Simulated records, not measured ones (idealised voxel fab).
Herein follows the process module entitled voxel fin reveal.
Pictured: cross-section cut, 240 nm wide, on a grid of 5 nm square cells.
Cross-section, as written here: a square-cell grid given band by band from the top down, where a band holds one or more rows of cells.
Read a band's entry like this: the first values are the height of its top and the height of its bottom in nm, and what follows is the sequence of materials from left to right, each with its width in nm. Note that "empty" is empty space, and that a single material marked "everywhere" reaches across the band from edge to edge.
Height datum 0, below which the as-received substrate wafer is one material. Lowest band open at the bottom, running downward: "0..down".
So if you see something like "30..40" for the width, read it as the top row of the band sitting at the first number and the bottom row at the second, with every row in between moving by the same amount as the last.
"everything unchanged" for a step: no cell of the cross-section changed in that step.
The entry "Trapped void list" lists the empty spaces that cover at least 8 cells and have no open path to the top. Each is written as width x height at distance, where the distance is measured from the left edge and all three values are in nm.
Note: text after step settings on the step line = simulator remark on that step.
overlay nm: right-of-plan distance of the mask on a masked step; negative values mean left-of-plan.

Planned step list for the process:
- 1: RECEIVE [material Si]
- 2: CONFORMAL_DEP [material SiN] [thk nm 5]
- 3: DIRECTIONAL_DEP [material aC] [thk nm 15]
- 4: PATTERN [tone cover] [mask id FINS] [material resist] [width nm 15] [pitch nm 45] [thk nm 35] [overlay nm 0]
- 5: DIRECTIONAL_ETCH [etch materials aC] [depth nm 15]
- 6: STRIP [etch materials resist]
- 7: DIRECTIONAL_ETCH [etch materials SiN] [depth nm 5]
- 8: DIRECTIONAL_ETCH [etch materials Si] [depth nm 35]
- 9: STRIP [etch materials aC]
- 10: FILL_DEP [material SiO2] [thk nm 15]
- 11: CMP [height nm 5]
- 12: SELECTIVE_ETCH [etch materials SiO2] [depth nm 30]
- 13: STRIP [etch materials SiN]
- 14: CONFORMAL_DEP [material HfO2] [thk nm 5]
Keep in mind the plan's value for the width nm of step 4 comes from the first wafer; the wafers don't share that setting, but they do share the same starting point.

The first of several wafers, as received after step 1, seen in section:
- 0..down: Si everywhere
- Trapped void list: none

Take a look at the first of several wafers in cross-section: the module is done, and step 14 was its last step:
- 5..0: 60 empty  25 HfO2  20 empty  25 HfO2  20 empty  25 HfO2  65 empty
- 0..-20: 60 empty  5 HfO2  15 Si  5 HfO2  20 empty  5 HfO2  15 Si  5 HfO2  20 empty  5 HfO2  15 Si  5 HfO2  65 empty
- -20..-25: 65 HfO2  15 Si  30 HfO2  15 Si  30 HfO2  15 Si  70 HfO2
- -25..-35: 65 SiO2  15 Si  30 SiO2  15 Si  30 SiO2  15 Si  70 SiO2
- -35..down: Si everywhere
- Trapped void list: none

Of the several wafers, the last: cross-section at the end of the module:
- 5..0: 55 empty  40 HfO2  5 empty  40 HfO2  5 empty  40 HfO2  55 empty
- 0..-20: 55 empty  5 HfO2  30 Si  5 HfO2  5 empty  5 HfO2  30 Si  5 HfO2  5 empty  5 HfO2  30 Si  5 HfO2  55 empty
- -20..-25: 60 HfO2  30 Si  15 HfO2  30 Si  15 HfO2  30 Si  60 HfO2
- -25..-35: 60 SiO2  30 Si  15 SiO2  30 Si  15 SiO2  30 Si  60 SiO2
- -35..down: Si everywhere
- Trapped void list: none

Row per wafer, end-of-module: cell gain (+)/loss (-) by material since the wafer came in, then closed voids:
width nm 15 | +78 HfO2 | -273 Si | +78 SiO2 | Trapped void list: none
width nm 20 | +78 HfO2 | -252 Si | +72 SiO2 | Trapped void list: none
width nm 25 | +78 HfO2 | -231 Si | +66 SiO2 | Trapped void list: none
width nm 30 | +78 HfO2 | -210 Si | +60 SiO2 | Trapped void list: none
